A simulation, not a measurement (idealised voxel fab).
This section sets out a process module, namely voxel air gaps.
Displayed cross-section: cut, width of 220 nm, square cells sized 5 nm.
In what follows, cross-sections appear as grids of square cells, described through bands that run from the top down, where every band is one or more rows of cells. Top, bottom (nm), then materials left to right with widths (nm); lone material tagged "all across" fills the whole band edge to edge; "air" = empty space. Measure heights from 0. That's the level where, below it, the as-received wafer is all one material. The lowest band is bottomless and extends downward; write it as in "0 -> down". Think of "30..40" as a width that walks from the first number to the second as you go down the band, top row to bottom row, taking equal-sized steps from row to row. What does "nothing different" mean for a step? It means no cell of the cross-section changed in that step. Under "Closed void register" you'll find the enclosed gaps, the ones with no way out to the top, that are 8 cells or bigger; each reads width x height at distance, with distance counted from the left edge, everything in nm. Note: text after step settings on the step line = simulator remark on that step. Each step line may optionally specify "overlay nm", which for a step with a mask gives the rightward distance between the mask's planned place and where it lay, a negative value indicating the leftward direction.

Steps planned for the process:
1: op RECEIVE | material Si
2: op CONFORMAL_DEP | material SiO2 | thk nm 10
3: op CONFORMAL_DEP | material SiCN | thk nm 5
4: op DIRECTIONAL_DEP | material SiO2 | thk nm 30
5: op PATTERN | tone open | mask id LINES | material resist | width nm 25 | pitch nm 50 | thk nm 15 | overlay nm 0
6: op DIRECTIONAL_ETCH | etch materials SiO2 | depth nm 30
7: op STRIP | etch materials resist
8: op CONFORMAL_DEP | material TiN | thk nm 5
9: op FILL_DEP | material Ru | thk nm 5
10: op CMP | height nm 45
11: op EPI | material Ru | thk nm 10
12: op SELECTIVE_ETCH | etch materials SiO2 | depth nm 40
13: op CONFORMAL_DEP | material SiCN | thk nm 5

Of two wafers, the first: run according to plan:

Cross-section of the incoming wafer, state after step 1:
* 0 -> down = Si all across
* Closed void register: none

Wafer after step 2 (cross-section):
* 10 -> 0 = SiO2 all across
* Beneath the level 0, the cross-section is identical to its previous state.

Wafer after step 3 (cross-section):
* 15 -> 10 = SiCN all across
* Beneath the level 10, the cross-section is identical to its previous state.

Wafer after step 4 (cross-section):
* 45 -> 15 = SiO2 all across
* Beneath the level 15, the cross-section is identical to its previous state.

Wafer after step 5 (cross-section):
* 60 -> 45 = resist (20); air (25); resist (25); air (25); resist (25); air (25); resist (25); air (25); resist (25)
* Beneath the level 45, the cross-section is identical to its previous state.

Wafer after step 6 (cross-section):
* 60 -> 45 = resist (20); air (25); resist (25); air (25); resist (25); air (25); resist (25); air (25); resist (25)
* 45 -> 15 = SiO2 (20); air (25); SiO2 (25); air (25); SiO2 (25); air (25); SiO2 (25); air (25); SiO2 (25)
* Beneath the level 15, the cross-section is identical to its previous state.

Wafer after step 7 (cross-section):
* 45 -> 15 = SiO2 (20); air (25); SiO2 (25); air (25); SiO2 (25); air (25); SiO2 (25); air (25); SiO2 (25)
* Beneath the level 15, the cross-section is identical to its previous state.

Wafer after step 8 (cross-section):
* 50 -> 45 = TiN (25); air (15); TiN (35); air (15); TiN (35); air (15); TiN (35); air (15); TiN (30)
* 45 -> 20 = SiO2 (20); TiN (5); air (15); TiN (5); SiO2 (25); TiN (5); air (15); TiN (5); SiO2 (25); TiN (5); air (15); TiN (5); SiO2 (25); TiN (5); air (15); TiN (5); SiO2 (25)
* 20 -> 15 = SiO2 (20); TiN (25); SiO2 (25); TiN (25); SiO2 (25); TiN (25); SiO2 (25); TiN (25); SiO2 (25)
* Beneath the level 15, the cross-section is identical to its previous state.

Wafer after step 9 (cross-section):
* 55 -> 50 = Ru all across
* 50 -> 45 = TiN (25); Ru (15); TiN (35); Ru (15); TiN (35); Ru (15); TiN (35); Ru (15); TiN (30)
* 45 -> 20 = SiO2 (20); TiN (5); Ru (15); TiN (5); SiO2 (25); TiN (5); Ru (15); TiN (5); SiO2 (25); TiN (5); Ru (15); TiN (5); SiO2 (25); TiN (5); Ru (15); TiN (5); SiO2 (25)
* Beneath the level 20, the cross-section is identical to its previous state.

Wafer after step 10 (cross-section):
* 45 -> 20 = SiO2 (20); TiN (5); Ru (15); TiN (5); SiO2 (25); TiN (5); Ru (15); TiN (5); SiO2 (25); TiN (5); Ru (15); TiN (5); SiO2 (25); TiN (5); Ru (15); TiN (5); SiO2 (25)
* Beneath the level 20, the cross-section is identical to its previous state.

Wafer after step 11 (cross-section):
* 55 -> 45 = air (10); Ru (45); air (5); Ru (45); air (5); Ru (45); air (5); Ru (45); air (15)
* Beneath the level 45, the cross-section is identical to its previous state.

Wafer after step 12 (cross-section):
* 55 -> 45 = air (10); Ru (45); air (5); Ru (45); air (5); Ru (45); air (5); Ru (45); air (15)
* 45 -> 20 = air (20); TiN (5); Ru (15); TiN (5); air (25); TiN (5); Ru (15); TiN (5); air (25); TiN (5); Ru (15); TiN (5); air (25); TiN (5); Ru (15); TiN (5); air (25)
* 20 -> 15 = air (20); TiN (25); air (25); TiN (25); air (25); TiN (25); air (25); TiN (25); air (25)
* Beneath the level 15, the cross-section is identical to its previous state.

Wafer after step 13 (cross-section):
* 60 -> 55 = air (5); SiCN (205); air (10)
* 55 -> 45 = air (5); SiCN (5); Ru (45); SiCN (5); Ru (45); SiCN (5); Ru (45); SiCN (5); Ru (45); SiCN (5); air (10)
* 45 -> 40 = air (5); SiCN (15); TiN (5); Ru (15); TiN (5); SiCN (25); TiN (5); Ru (15); TiN (5); SiCN (25); TiN (5); Ru (15); TiN (5); SiCN (25); TiN (5); Ru (15); TiN (5); SiCN (15); air (10)
* 40 -> 20 = air (15); SiCN (5); TiN (5); Ru (15); TiN (5); SiCN (5); air (15); SiCN (5); TiN (5); Ru (15); TiN (5); SiCN (5); air (15); SiCN (5); TiN (5); Ru (15); TiN (5); SiCN (5); air (15); SiCN (5); TiN (5); Ru (15); TiN (5); SiCN (5); air (20)
* 20 -> 15 = SiCN (20); TiN (25); SiCN (25); TiN (25); SiCN (25); TiN (25); SiCN (25); TiN (25); SiCN (25)
* Beneath the level 15, the cross-section is identical to its previous state.
* Closed void register: 15 x 20 at 50; 15 x 20 at 100; 15 x 20 at 150

The second wafer: identical to the first at the outset and in its planned sequence, differing only in that one mistake was made during processing; up to and including step 9, its path is the first wafer's path:

Cross-section of the second wafer at the time step 10 of the plan should have ended:
* 40 -> 20 = SiO2 (20); TiN (5); Ru (15); TiN (5); SiO2 (25); TiN (5); Ru (15); TiN (5); SiO2 (25); TiN (5); Ru (15); TiN (5); SiO2 (25); TiN (5); Ru (15); TiN (5); SiO2 (25)
* Beneath the level 20, the cross-section is identical to its previous state.

Cross-section of the second wafer at the time step 11 of the plan should have ended:
* 50 -> 40 = air (10); Ru (45); air (5); Ru (45); air (5); Ru (45); air (5); Ru (45); air (15)
* Beneath the level 40, the cross-section is identical to its previous state.

Cross-section of the second wafer at the time step 12 of the plan should have ended:
* 50 -> 40 = air (10); Ru (45); air (5); Ru (45); air (5); Ru (45); air (5); Ru (45); air (15)
* 40 -> 20 = air (20); TiN (5); Ru (15); TiN (5); air (25); TiN (5); Ru (15); TiN (5); air (25); TiN (5); Ru (15); TiN (5); air (25); TiN (5); Ru (15); TiN (5); air (25)
* 20 -> 15 = air (20); TiN (25); air (25); TiN (25); air (25); TiN (25); air (25); TiN (25); air (25)
* Beneath the level 15, the cross-section is identical to its previous state.

Cross-section of the second wafer at the time step 13 of the plan should have ended:
* 55 -> 50 = air (5); SiCN (205); air (10)
* 50 -> 40 = air (5); SiCN (5); Ru (45); SiCN (5); Ru (45); SiCN (5); Ru (45); SiCN (5); Ru (45); SiCN (5); air (10)
* 40 -> 35 = air (5); SiCN (15); TiN (5); Ru (15); TiN (5); SiCN (25); TiN (5); Ru (15); TiN (5); SiCN (25); TiN (5); Ru (15); TiN (5); SiCN (25); TiN (5); Ru (15); TiN (5); SiCN (15); air (10)
* 35 -> 20 = air (15); SiCN (5); TiN (5); Ru (15); TiN (5); SiCN (5); air (15); SiCN (5); TiN (5); Ru (15); TiN (5); SiCN (5); air (15); SiCN (5); TiN (5); Ru (15); TiN (5); SiCN (5); air (15); SiCN (5); TiN (5); Ru (15); TiN (5); SiCN (5); air (20)
* 20 -> 15 = SiCN (20); TiN (25); SiCN (25); TiN (25); SiCN (25); TiN (25); SiCN (25); TiN (25); SiCN (25)
* Beneath the level 15, the cross-section is identical to its previous state.
* Closed void register: 15 x 15 at 50; 15 x 15 at 100; 15 x 15 at 150
The plan and the run diverged here: heads up, step 10 didn't go per plan, it actually ran as op CMP | height nm 40
FYI, end of process, the second wafer has more or fewer cells of some materials than the first: 12 fewer of Ru | 8 fewer of SiCN | 8 fewer of TiN
